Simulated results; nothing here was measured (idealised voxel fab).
Title: Process Module voxel plated lines
Displayed cross-section: cut, width of 255 nm, square cells sized 5 nm.
Cross-section format: a grid of square cells, given as bands from top to bottom; each band is one or more rows of cells.
Look at the band entry: it leads with the top's height and the bottom's height in nm. Then it lists the materials left to right, with a width in nm for each. The word "everywhere" on a single material says that material fills the band edge to edge. The word "blank" is empty space.
Heights are measured from 0, the level below which the as-received wafer is all one material; the lowest band has no bottom and continues downward, written as in "z 0 and below".
Top row gets the first number, bottom row gets the second, and each row in between changes by the same step: that is how a band width like "30->40" works.
It should be understood that the words "remained unchanged", when stated for a given step, signify that the cross-section underwent no change in any of its cells during that step.
Entry "Sealed void list" = empty spaces >= 8 cells with no open way to the top; each as width x height at distance, distance from left edge, all nm.
Read whatever lies past the settings on a step's line as the simulator's own remark about the step.
overlay nm: step with mask; distance mask lay right of planned place; negative value = left of planned place.
Steps planned for the process
1,RECEIVE | material Si
2,CONFORMAL_DEP | material SiO2 | thk nm 15
3,DIRECTIONAL_DEP | material TiN | thk nm 5
4,PATTERN | tone open | mask id LINES | material resist | width nm 20 | pitch nm 40 | thk nm 40 | overlay nm 0
5,EPI | material Ru | thk nm 10
6,EPI | material Ru | thk nm 5
7,EPI | material Ru | thk nm 5
8,STRIP | etch materials resist
9,DIRECTIONAL_ETCH | etch materials TiN | depth nm 5
10,CONFORMAL_DEP | material SiCN | thk nm 10
Cross-sectional view of the wafer in its as-received condition, corresponding to the state after step 1
z 0 and below  Si everywhere
Sealed void list: none
First wafer of two, sectioned at end of module; run went per plan
z 50 to 40  65 of blank | 120 of SiCN | 70 of blank
z 40 to 25  65 of blank | 10 of SiCN | 20 of Ru | 20 of SiCN | 20 of Ru | 20 of SiCN | 20 of Ru | 10 of SiCN | 70 of blank
z 25 to 20  75 of SiCN | 20 of Ru | 20 of SiCN | 20 of Ru | 20 of SiCN | 20 of Ru | 80 of SiCN
z 20 to 15  75 of SiCN | 20 of TiN | 20 of SiCN | 20 of TiN | 20 of SiCN | 20 of TiN | 80 of SiCN
z 15 to 0  SiO2 everywhere
z 0 and below  Si everywhere
Sealed void list: none
This cross-section belongs to the second wafer of two at the end of the module; the start and the plan were shared with the first, and the run included one mistake
z 50 to 40  65 of blank | 125 of SiCN | 65 of blank
z 40 to 25  65 of blank | 10 of SiCN | 25 of Ru | 15 of SiCN | 25 of Ru | 15 of SiCN | 25 of Ru | 10 of SiCN | 65 of blank
z 25 to 20  75 of SiCN | 25 of Ru | 15 of SiCN | 25 of Ru | 15 of SiCN | 25 of Ru | 75 of SiCN
z 20 to 15  75 of SiCN | 25 of TiN | 15 of SiCN | 25 of TiN | 15 of SiCN | 25 of TiN | 75 of SiCN
z 15 to 0  SiO2 everywhere
z 0 and below  Si everywhere
Sealed void list: none
Error vs. plan: contrary to plan, step 4 was performed as PATTERN | tone open | mask id LINES | material resist | width nm 25 | pitch nm 40 | thk nm 40 | overlay nm 0
Wrapping up, a cell-based count of both wafers puts the second over or under the first for these materials: Ru: 12 more | SiCN: 10 fewer | TiN: 3 more
